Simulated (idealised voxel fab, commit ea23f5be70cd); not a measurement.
The following process module bears the name voxel self aligned vias.
Section shown: cut. Width: 280 nm. Cell size: 5 nm, square.
Cross-section format: a grid of square cells, given as bands from top to bottom; each band is one or more rows of cells. Per band: top height and bottom height in nm, followed by the left-to-right materials and their widths in nm; "throughout" marks a single material spanning edge to edge, "blank" marks empty space. Basically, 0 is our baseline, since under it the wafer straight out of the box is all one material. The bottom band has no lower end and keeps on going down, so it looks like "from 0 down". When a width is written as two numbers, as in "30..40", the first number is the width in the top row of cells of the band and the second is the width in its bottom row, and the width changes by the same amount from each row to the next. You'll sometimes find "same as before" written for a step, and that's the way of saying that nowhere in the cross-section did a cell change during that step. This entry, "Fully sealed voids", enumerates those empty regions of no fewer than 8 cells that possess no open connection to the top. Each region is reported in the form width x height at distance, the distance being taken from the left edge, with all three quantities expressed in nm. Step line, after settings: the simulator's comment on this step. What "overlay nm" on a step's line means: if the step has a mask, that mask lay this far to the right of its planned place, or, when the value is negative, to the left.
## Intended process steps
| 1 | op RECEIVE | material Si |
| 2 | op CONFORMAL_DEP | material SiO2 | thk nm 15 |
| 3 | op CONFORMAL_DEP | material SiCN | thk nm 5 |
| 4 | op DIRECTIONAL_DEP | material SiO2 | thk nm 30 |
| 5 | op MASKED_ETCH | tone open | mask id LINES | width nm 30 | pitch nm 65 | etch materials SiO2 | depth nm 30 | overlay nm 0 |
| 6 | op CONFORMAL_DEP | material TiN | thk nm 5 |
| 7 | op FILL_DEP | material Ru | thk nm 5 |
| 8 | op CMP | height nm 45 |
| 9 | op SELECTIVE_ETCH | etch materials W Ru TiN | depth nm 5 |
| 10 | op FILL_DEP | material SiN | thk nm 5 |
| 11 | op CMP | height nm 50 |
| 12 | op DIRECTIONAL_DEP | material SiO2 | thk nm 15 |
| 13 | op MASKED_ETCH | tone open | mask id VIAS | width nm 40 | pitch nm 130 | etch materials SiO2 | depth nm 15 | overlay nm 0 |
| 14 | op MASKED_ETCH | tone open | mask id VIAS | width nm 40 | pitch nm 130 | etch materials SiN | depth nm 5 | overlay nm 0 |
| 15 | op CONFORMAL_DEP | material TiN | thk nm 5 |
| 16 | op FILL_DEP | material Ru | thk nm 5 |
| 17 | op CMP | height nm 65 |
| 18 | op CONFORMAL_DEP | material SiN | thk nm 5 |
The plan's step 8 height nm is the first wafer's value; the wafers differ in this setting and start identical.
## Cross-section of the first of several wafers as received (after step 1)
from 0 down  Si throughout
Fully sealed voids: none
## Below: a row per wafer. Contents at end of module: for every material, cells gained since receipt (+) or lost since receipt (-); then closed voids
height nm 45, +72 Ru, +56 SiCN, +114 SiN, +478 SiO2, +64 TiN, Fully sealed voids: none
height nm 50, +80 Ru, +56 SiCN, +62 SiN, +516 SiO2, +70 TiN, Fully sealed voids: none
height nm 55, +84 Ru, +56 SiCN, +56 SiN, +516 SiO2, +72 TiN, Fully sealed voids: none
height nm 60, +84 Ru, +56 SiCN, +56 SiN, +516 SiO2, +72 TiN, Fully sealed voids: none
